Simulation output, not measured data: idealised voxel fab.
Proc. module: voxel released beams
The figure presents cross-section cut, which has a width of 180 nm and is divided into square cells with an edge length of 5 nm.
Format of a cross-section: grid, square cells. Given as bands. Order: top down. Band: one or more rows of cells. Look at the band entry: it leads with the top's height and the bottom's height in nm. Then it lists the materials left to right, with a width in nm for each. The word "edge to edge" on a single material says that material fills the band edge to edge. The word "air" is empty space. Convention: height 0 is the level below which the wafer, as received, is all one material. The lowest band does not terminate at the bottom but continues downward, represented as "top 0, no bottom". Width: "30..40" (first number = top row, second number = bottom row, same change from row to row of cells). Given "changes: none" for a step, no cell of the cross-section differs between before and after that step. The list in "Sealed internal cavities" covers empty spaces of 8 cells or more that cannot reach the top through any open way, and it gives each as width x height at distance; the distance is from the left edge, and width, height and distance are in nm. Past the settings on a step's line: simulator remark, on that step. overlay nm, on a step with a mask: how far to the right of its planned place the mask lay; to the left if negative.

Steps planned for the process:
1 RECEIVE (material Si)
2 CONFORMAL_DEP (material SiN; thk nm 10)
3 DIRECTIONAL_DEP (material SiO2; thk nm 20)
4 PATTERN (tone open; mask id ANCHOR; material resist; width nm 35; thk nm 15; overlay nm 0)
5 DIRECTIONAL_ETCH (etch materials SiO2; depth nm 20)
6 STRIP (etch materials resist)
7 CONFORMAL_DEP (material TiN; thk nm 15)
8 DIRECTIONAL_DEP (material aC; thk nm 15)
9 PATTERN (tone cover; mask id BEAM; material resist; width nm 100; thk nm 30; overlay nm 0)
10 DIRECTIONAL_ETCH (etch materials aC; depth nm 15)
11 STRIP (etch materials resist)
12 DIRECTIONAL_ETCH (etch materials TiN; depth nm 15)
13 STRIP (etch materials aC)
14 STRIP (etch materials SiO2)

So this is the incoming wafer in cross-section - it's already been through step 1:
- top 0, no bottom: Si edge to edge
- Sealed internal cavities: none

As-planned run: cross-section of the first of two wafers at end of module:
- top 45, bottom 30: air: 35, then TiN: 20, then air: 5, then TiN: 75, then air: 45
- top 30, bottom 25: air: 40, then TiN: 15, then air: 5, then TiN: 15, then air: 105
- top 25, bottom 10: air: 40, then TiN: 35, then air: 105
- top 10, bottom 0: SiN edge to edge
- top 0, no bottom: Si edge to edge
- Sealed internal cavities: none

Second wafer through the module, sectioned at the end: same beginning and same plan as the first wafer, with one mistake in carrying it out:
- top 60, bottom 45: SiN: 55, then air: 5, then SiN: 120
- top 45, bottom 40: TiN: 55, then air: 5, then TiN: 120
- top 40, bottom 30: TiN: 55, then SiN: 5, then TiN: 120
- top 30, bottom 25: SiO2: 40, then TiN: 15, then SiN: 5, then TiN: 15, then SiO2: 105
- top 25, bottom 10: SiO2: 40, then TiN: 35, then SiO2: 105
- top 10, bottom 0: SiN edge to edge
- top 0, no bottom: Si edge to edge
- Sealed internal cavities: none
Heads up, the wafer didn't run the way we planned it: step 8, actual vs plan mismatch, actual run DIRECTIONAL_DEP (material SiN; thk nm 15)
FYI, end of process, the second wafer has more or fewer cells of some materials than the first: SiN: 108 more | SiO2: 116 more | TiN: 48 more
